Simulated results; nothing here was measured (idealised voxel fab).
This section sets out a process module, namely voxel self aligned vias.
The cross-section shown here is cut; it is 220 nm wide and divided into square cells measuring 5 nm on a side.
Cross-sections here: square-cell grids, written as top-down lists of bands, a band being one or more rows of cells. Top height, bottom height, nm. Materials left to right, width each, nm. Single material + "edge to edge" = fills band edge to edge. "air" = empty. The reference from which all heights are counted is 0, the level beneath which the as-received wafer is entirely one material; the lowest band, having no lower bound, proceeds downward and is written after the example "0 -> down". Width "30..40": first value at the band's top row of cells, second value at its bottom row, equal change from row to row. Reading "no modification" for a step: not a cell of the cross-section changed in it. In "Trapped void list" the enclosed voids are listed, meaning empty spaces of 8 cells or larger without any opening to the top. The form is width x height at distance, distance from the left edge, units nm. What comes after the settings on a step's line is commentary from the simulator itself on that step. overlay nm: mask offset rightward from planned place, masked step; negative means leftward offset.

So here's the lineup of process steps we planned:
1: RECEIVE,material Si
2: CONFORMAL_DEP,material SiO2,thk nm 10
3: CONFORMAL_DEP,material SiCN,thk nm 5
4: DIRECTIONAL_DEP,material lowk,thk nm 25
5: PATTERN,tone open,mask id LINES,material resist,width nm 20,pitch nm 55,thk nm 15,overlay nm 0
6: DIRECTIONAL_ETCH,etch materials lowk,depth nm 25
7: STRIP,etch materials resist
8: CONFORMAL_DEP,material TiN,thk nm 5
9: FILL_DEP,material Ru,thk nm 5
10: CMP,height nm 40
11: SELECTIVE_ETCH,etch materials W Ru TiN,depth nm 10
12: FILL_DEP,material SiN,thk nm 10
13: CMP,height nm 40
14: DIRECTIONAL_DEP,material lowk,thk nm 20
15: MASKED_ETCH,tone open,mask id VIAS,width nm 40,etch materials lowk,depth nm 20,overlay nm 0
16: MASKED_ETCH,tone open,mask id VIAS,width nm 40,etch materials SiN,depth nm 10,overlay nm 0
17: CONFORMAL_DEP,material TiN,thk nm 5
18: FILL_DEP,material W,thk nm 10
19: CMP,height nm 60
20: CONFORMAL_DEP,material SiCN,thk nm 5

The following pertains to the first of two wafers, which was processed as planned:

Wafer cross-section on receipt, i.e. after step 1:
* 0 -> down | Si edge to edge
* Trapped void list: none

Upon completion of step 2, the wafer appears in cross-section as shown:
* 10 -> 0 | SiO2 edge to edge
* Whatever lies below 0 is exactly as it was before.

Upon completion of step 3, the wafer appears in cross-section as shown:
* 15 -> 10 | SiCN edge to edge
* Whatever lies below 10 is exactly as it was before.

Upon completion of step 4, the wafer appears in cross-section as shown:
* 40 -> 15 | lowk edge to edge
* Whatever lies below 15 is exactly as it was before.

Upon completion of step 5, the wafer appears in cross-section as shown:
* 55 -> 40 | resist 70 nm, air 20 nm, resist 35 nm, air 20 nm, resist 75 nm
* Whatever lies below 40 is exactly as it was before.

Upon completion of step 6, the wafer appears in cross-section as shown:
* 55 -> 40 | resist 70 nm, air 20 nm, resist 35 nm, air 20 nm, resist 75 nm
* 40 -> 15 | lowk 70 nm, air 20 nm, lowk 35 nm, air 20 nm, lowk 75 nm
* Whatever lies below 15 is exactly as it was before.

Upon completion of step 7, the wafer appears in cross-section as shown:
* 40 -> 15 | lowk 70 nm, air 20 nm, lowk 35 nm, air 20 nm, lowk 75 nm
* Whatever lies below 15 is exactly as it was before.

Upon completion of step 8, the wafer appears in cross-section as shown:
* 45 -> 40 | TiN 75 nm, air 10 nm, TiN 45 nm, air 10 nm, TiN 80 nm
* 40 -> 20 | lowk 70 nm, TiN 5 nm, air 10 nm, TiN 5 nm, lowk 35 nm, TiN 5 nm, air 10 nm, TiN 5 nm, lowk 75 nm
* 20 -> 15 | lowk 70 nm, TiN 20 nm, lowk 35 nm, TiN 20 nm, lowk 75 nm
* Whatever lies below 15 is exactly as it was before.

Upon completion of step 9, the wafer appears in cross-section as shown:
* 50 -> 45 | Ru edge to edge
* 45 -> 40 | TiN 75 nm, Ru 10 nm, TiN 45 nm, Ru 10 nm, TiN 80 nm
* 40 -> 20 | lowk 70 nm, TiN 5 nm, Ru 10 nm, TiN 5 nm, lowk 35 nm, TiN 5 nm, Ru 10 nm, TiN 5 nm, lowk 75 nm
* Whatever lies below 20 is exactly as it was before.

Upon completion of step 10, the wafer appears in cross-section as shown:
* 40 -> 20 | lowk 70 nm, TiN 5 nm, Ru 10 nm, TiN 5 nm, lowk 35 nm, TiN 5 nm, Ru 10 nm, TiN 5 nm, lowk 75 nm
* Whatever lies below 20 is exactly as it was before.

Upon completion of step 11, the wafer appears in cross-section as shown:
* 40 -> 30 | lowk 70 nm, air 20 nm, lowk 35 nm, air 20 nm, lowk 75 nm
* Whatever lies below 30 is exactly as it was before.

Upon completion of step 12, the wafer appears in cross-section as shown:
* 50 -> 40 | SiN edge to edge
* 40 -> 30 | lowk 70 nm, SiN 20 nm, lowk 35 nm, SiN 20 nm, lowk 75 nm
* Whatever lies below 30 is exactly as it was before.

Upon completion of step 13, the wafer appears in cross-section as shown:
* 40 -> 30 | lowk 70 nm, SiN 20 nm, lowk 35 nm, SiN 20 nm, lowk 75 nm
* Whatever lies below 30 is exactly as it was before.

Upon completion of step 14, the wafer appears in cross-section as shown:
* 60 -> 40 | lowk edge to edge
* Whatever lies below 40 is exactly as it was before.

Upon completion of step 15, the wafer appears in cross-section as shown:
* 60 -> 40 | lowk 60 nm, air 40 nm, lowk 120 nm
* Whatever lies below 40 is exactly as it was before.

Upon completion of step 16, the wafer appears in cross-section as shown:
* 60 -> 40 | lowk 60 nm, air 40 nm, lowk 120 nm
* 40 -> 30 | lowk 70 nm, air 20 nm, lowk 35 nm, SiN 20 nm, lowk 75 nm
* Whatever lies below 30 is exactly as it was before.

Upon completion of step 17, the wafer appears in cross-section as shown:
* 65 -> 60 | TiN 65 nm, air 30 nm, TiN 125 nm
* 60 -> 45 | lowk 60 nm, TiN 5 nm, air 30 nm, TiN 5 nm, lowk 120 nm
* 45 -> 40 | lowk 60 nm, TiN 15 nm, air 10 nm, TiN 15 nm, lowk 120 nm
* 40 -> 35 | lowk 70 nm, TiN 5 nm, air 10 nm, TiN 5 nm, lowk 35 nm, SiN 20 nm, lowk 75 nm
* 35 -> 30 | lowk 70 nm, TiN 20 nm, lowk 35 nm, SiN 20 nm, lowk 75 nm
* Whatever lies below 30 is exactly as it was before.

Upon completion of step 18, the wafer appears in cross-section as shown:
* 75 -> 65 | W edge to edge
* 65 -> 60 | TiN 65 nm, W 30 nm, TiN 125 nm
* 60 -> 45 | lowk 60 nm, TiN 5 nm, W 30 nm, TiN 5 nm, lowk 120 nm
* 45 -> 40 | lowk 60 nm, TiN 15 nm, W 10 nm, TiN 15 nm, lowk 120 nm
* 40 -> 35 | lowk 70 nm, TiN 5 nm, W 10 nm, TiN 5 nm, lowk 35 nm, SiN 20 nm, lowk 75 nm
* Whatever lies below 35 is exactly as it was before.

Upon completion of step 19, the wafer appears in cross-section as shown:
* 60 -> 45 | lowk 60 nm, TiN 5 nm, W 30 nm, TiN 5 nm, lowk 120 nm
* Whatever lies below 45 is exactly as it was before.

Upon completion of step 20, the wafer appears in cross-section as shown:
* 65 -> 60 | SiCN edge to edge
* Whatever lies below 60 is exactly as it was before.

Now the other wafer: same start, same recipe, but we messed up one thing when running it. Up to and including step 4 it's the same as the first one:

Second wafer cross-section, taken as of the time the plan sets for step 5 to be done:
* 55 -> 40 | air 70 nm, resist 20 nm, air 35 nm, resist 20 nm, air 75 nm
* Whatever lies below 40 is exactly as it was before.

Second wafer cross-section, taken as of the time the plan sets for step 6 to be done:
* 55 -> 40 | air 70 nm, resist 20 nm, air 35 nm, resist 20 nm, air 75 nm
* 40 -> 15 | air 70 nm, lowk 20 nm, air 35 nm, lowk 20 nm, air 75 nm
* Whatever lies below 15 is exactly as it was before.

Second wafer cross-section, taken as of the time the plan sets for step 7 to be done:
* 40 -> 15 | air 70 nm, lowk 20 nm, air 35 nm, lowk 20 nm, air 75 nm
* Whatever lies below 15 is exactly as it was before.

Second wafer cross-section, taken as of the time the plan sets for step 8 to be done:
* 45 -> 40 | air 65 nm, TiN 30 nm, air 25 nm, TiN 30 nm, air 70 nm
* 40 -> 20 | air 65 nm, TiN 5 nm, lowk 20 nm, TiN 5 nm, air 25 nm, TiN 5 nm, lowk 20 nm, TiN 5 nm, air 70 nm
* 20 -> 15 | TiN 70 nm, lowk 20 nm, TiN 35 nm, lowk 20 nm, TiN 75 nm
* Whatever lies below 15 is exactly as it was before.

Second wafer cross-section, taken as of the time the plan sets for step 9 to be done:
* 50 -> 45 | Ru edge to edge
* 45 -> 40 | Ru 65 nm, TiN 30 nm, Ru 25 nm, TiN 30 nm, Ru 70 nm
* 40 -> 20 | Ru 65 nm, TiN 5 nm, lowk 20 nm, TiN 5 nm, Ru 25 nm, TiN 5 nm, lowk 20 nm, TiN 5 nm, Ru 70 nm
* Whatever lies below 20 is exactly as it was before.

Second wafer cross-section, taken as of the time the plan sets for step 10 to be done:
* 40 -> 20 | Ru 65 nm, TiN 5 nm, lowk 20 nm, TiN 5 nm, Ru 25 nm, TiN 5 nm, lowk 20 nm, TiN 5 nm, Ru 70 nm
* Whatever lies below 20 is exactly as it was before.

Second wafer cross-section, taken as of the time the plan sets for step 11 to be done:
* 40 -> 30 | air 70 nm, lowk 20 nm, air 35 nm, lowk 20 nm, air 75 nm
* Whatever lies below 30 is exactly as it was before.

Second wafer cross-section, taken as of the time the plan sets for step 12 to be done:
* 50 -> 40 | SiN edge to edge
* 40 -> 30 | SiN 70 nm, lowk 20 nm, SiN 35 nm, lowk 20 nm, SiN 75 nm
* Whatever lies below 30 is exactly as it was before.

Second wafer cross-section, taken as of the time the plan sets for step 13 to be done:
* 40 -> 30 | SiN 70 nm, lowk 20 nm, SiN 35 nm, lowk 20 nm, SiN 75 nm
* Whatever lies below 30 is exactly as it was before.

Second wafer cross-section, taken as of the time the plan sets for step 14 to be done:
* 60 -> 40 | lowk edge to edge
* Whatever lies below 40 is exactly as it was before.

Second wafer cross-section, taken as of the time the plan sets for step 15 to be done:
* 60 -> 40 | lowk 60 nm, air 40 nm, lowk 120 nm
* Whatever lies below 40 is exactly as it was before.

Second wafer cross-section, taken as of the time the plan sets for step 16 to be done:
* 60 -> 40 | lowk 60 nm, air 40 nm, lowk 120 nm
* 40 -> 30 | SiN 60 nm, air 10 nm, lowk 20 nm, air 10 nm, SiN 25 nm, lowk 20 nm, SiN 75 nm
* Whatever lies below 30 is exactly as it was before.

Second wafer cross-section, taken as of the time the plan sets for step 17 to be done:
* 65 -> 60 | TiN 65 nm, air 30 nm, TiN 125 nm
* 60 -> 45 | lowk 60 nm, TiN 5 nm, air 30 nm, TiN 5 nm, lowk 120 nm
* 45 -> 40 | lowk 60 nm, TiN 40 nm, lowk 120 nm
* 40 -> 30 | SiN 60 nm, TiN 10 nm, lowk 20 nm, TiN 10 nm, SiN 25 nm, lowk 20 nm, SiN 75 nm
* Whatever lies below 30 is exactly as it was before.

Second wafer cross-section, taken as of the time the plan sets for step 18 to be done:
* 75 -> 65 | W edge to edge
* 65 -> 60 | TiN 65 nm, W 30 nm, TiN 125 nm
* 60 -> 45 | lowk 60 nm, TiN 5 nm, W 30 nm, TiN 5 nm, lowk 120 nm
* Whatever lies below 45 is exactly as it was before.

Second wafer cross-section, taken as of the time the plan sets for step 19 to be done:
* 60 -> 45 | lowk 60 nm, TiN 5 nm, W 30 nm, TiN 5 nm, lowk 120 nm
* Whatever lies below 45 is exactly as it was before.

Second wafer cross-section, taken as of the time the plan sets for step 20 to be done:
* 65 -> 60 | SiCN edge to edge
* Whatever lies below 60 is exactly as it was before.
The mistake made against the process plan was this: heads up, step 5 didn't go per plan, it actually ran as PATTERN,tone cover,mask id LINES,material resist,width nm 20,pitch nm 55,thk nm 15,overlay nm 0
Looking at both finished wafers in cells, the second ends up ahead of or behind the first on some materials: +56 Ru, +56 SiN, +32 TiN, -4 W, -140 lowk
